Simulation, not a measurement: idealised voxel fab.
process module | voxel tone inversion
cross-section cut | 290 nm wide | cells 5 nm
A cross-section is a grid of square cells, given in bands from the top down. A band is one or more rows of cells.
Each band's line starts with the height of the band's top and of its bottom, in nm. Then come its materials from left to right, each with its width in nm. One material with "throughout" fills the band from edge to edge. "air" is empty space.
Height 0 is the level under which the wafer as received is all one material. The lowest band goes on downwards, as in "0 down".
A width such as "30 to 40" changes by the same amount from each row of cells to the next, from the band's top row to its bottom row.
"no change" after a step means that no cell of the cross-section changed.
closed voids: empty space of 8 cells or more with no open way to the top, each as width x height at its distance from the left edge, in nm
after a step's settings: what the simulator itself notes on the step
overlay nm, on a step with a mask: how far to the right of its planned place the mask lay; to the left if negative
plan
1 op RECEIVE | material Si
2 op CONFORMAL_DEP | material SiCN | thk nm 10
3 op DIRECTIONAL_DEP | material aC | thk nm 25
4 op PATTERN | tone cover | mask id POSTS | material resist | width nm 20 | pitch nm 35 | thk nm 30 | overlay nm 0
5 op DIRECTIONAL_ETCH | etch materials aC | depth nm 25
6 op STRIP | etch materials resist
7 op FILL_DEP | material SiO2 | thk nm 10
8 op CMP | height nm 35
9 op STRIP | etch materials aC
10 op CONFORMAL_DEP | material TiN | thk nm 5
11 op FILL_DEP | material Cu | thk nm 5
12 op CMP | height nm 35
13 op CONFORMAL_DEP | material SiN | thk nm 5
first wafer, as planned
as received, after step 1
  0 down: Si throughout
  closed voids: none
after step 2
  10 to 0: SiCN throughout
  below 0: unchanged
after step 3
  35 to 10: aC throughout
  below 10: unchanged
after step 4
  65 to 35: air 100 | resist 20 | air 15 | resist 20 | air 15 | resist 20 | air 100
  below 35: unchanged
after step 5
  40 to 35: air 100 | resist 20 | air 15 | resist 20 | air 15 | resist 20 | air 100
  35 to 10: air 100 | aC 20 | air 15 | aC 20 | air 15 | aC 20 | air 100
  below 10: unchanged
after step 6
  35 to 10: air 100 | aC 20 | air 15 | aC 20 | air 15 | aC 20 | air 100
  below 10: unchanged
after step 7
  45 to 35: SiO2 throughout
  35 to 10: SiO2 100 | aC 20 | SiO2 15 | aC 20 | SiO2 15 | aC 20 | SiO2 100
  below 10: unchanged
after step 8
  35 to 10: SiO2 100 | aC 20 | SiO2 15 | aC 20 | SiO2 15 | aC 20 | SiO2 100
  below 10: unchanged
after step 9
  35 to 10: SiO2 100 | air 20 | SiO2 15 | air 20 | SiO2 15 | air 20 | SiO2 100
  below 10: unchanged
after step 10
  40 to 35: TiN 105 | air 10 | TiN 25 | air 10 | TiN 25 | air 10 | TiN 105
  35 to 15: SiO2 100 | TiN 5 | air 10 | TiN 5 | SiO2 15 | TiN 5 | air 10 | TiN 5 | SiO2 15 | TiN 5 | air 10 | TiN 5 | SiO2 100
  15 to 10: SiO2 100 | TiN 20 | SiO2 15 | TiN 20 | SiO2 15 | TiN 20 | SiO2 100
  below 10: unchanged
after step 11
  45 to 40: Cu throughout
  40 to 35: TiN 105 | Cu 10 | TiN 25 | Cu 10 | TiN 25 | Cu 10 | TiN 105
  35 to 15: SiO2 100 | TiN 5 | Cu 10 | TiN 5 | SiO2 15 | TiN 5 | Cu 10 | TiN 5 | SiO2 15 | TiN 5 | Cu 10 | TiN 5 | SiO2 100
  below 15: unchanged
after step 12
  35 to 15: SiO2 100 | TiN 5 | Cu 10 | TiN 5 | SiO2 15 | TiN 5 | Cu 10 | TiN 5 | SiO2 15 | TiN 5 | Cu 10 | TiN 5 | SiO2 100
  below 15: unchanged
after step 13
  40 to 35: SiN throughout
  below 35: unchanged
second wafer: like start, like plan, one mistake. Through step 3 it matches the first wafer
when step 4 should have ended
  65 to 35: resist 100 | air 20 | resist 15 | air 20 | resist 15 | air 20 | resist 100
  below 35: unchanged
when step 5 should have ended
  40 to 35: resist 100 | air 20 | resist 15 | air 20 | resist 15 | air 20 | resist 100
  35 to 10: aC 100 | air 20 | aC 15 | air 20 | aC 15 | air 20 | aC 100
  below 10: unchanged
when step 6 should have ended
  35 to 10: aC 100 | air 20 | aC 15 | air 20 | aC 15 | air 20 | aC 100
  below 10: unchanged
when step 7 should have ended
  45 to 35: SiO2 throughout
  35 to 10: aC 100 | SiO2 20 | aC 15 | SiO2 20 | aC 15 | SiO2 20 | aC 100
  below 10: unchanged
when step 8 should have ended
  35 to 10: aC 100 | SiO2 20 | aC 15 | SiO2 20 | aC 15 | SiO2 20 | aC 100
  below 10: unchanged
when step 9 should have ended
  35 to 10: air 100 | SiO2 20 | air 15 | SiO2 20 | air 15 | SiO2 20 | air 100
  below 10: unchanged
when step 10 should have ended
  40 to 35: air 95 | TiN 30 | air 5 | TiN 30 | air 5 | TiN 30 | air 95
  35 to 15: air 95 | TiN 5 | SiO2 20 | TiN 5 | air 5 | TiN 5 | SiO2 20 | TiN 5 | air 5 | TiN 5 | SiO2 20 | TiN 5 | air 95
  15 to 10: TiN 100 | SiO2 20 | TiN 15 | SiO2 20 | TiN 15 | SiO2 20 | TiN 100
  below 10: unchanged
when step 11 should have ended
  45 to 40: Cu throughout
  40 to 35: Cu 95 | TiN 30 | Cu 5 | TiN 30 | Cu 5 | TiN 30 | Cu 95
  35 to 15: Cu 95 | TiN 5 | SiO2 20 | TiN 5 | Cu 5 | TiN 5 | SiO2 20 | TiN 5 | Cu 5 | TiN 5 | SiO2 20 | TiN 5 | Cu 95
  below 15: unchanged
when step 12 should have ended
  35 to 15: Cu 95 | TiN 5 | SiO2 20 | TiN 5 | Cu 5 | TiN 5 | SiO2 20 | TiN 5 | Cu 5 | TiN 5 | SiO2 20 | TiN 5 | Cu 95
  below 15: unchanged
when step 13 should have ended
  40 to 35: SiN throughout
  below 35: unchanged
what went wrong: step 4 ran as: op PATTERN | tone open | mask id POSTS | material resist | width nm 20 | pitch nm 35 | thk nm 30 | overlay nm 0
at the end the second wafer has, in cells: 136 more of Cu | 170 fewer of SiO2 | 34 more of TiN
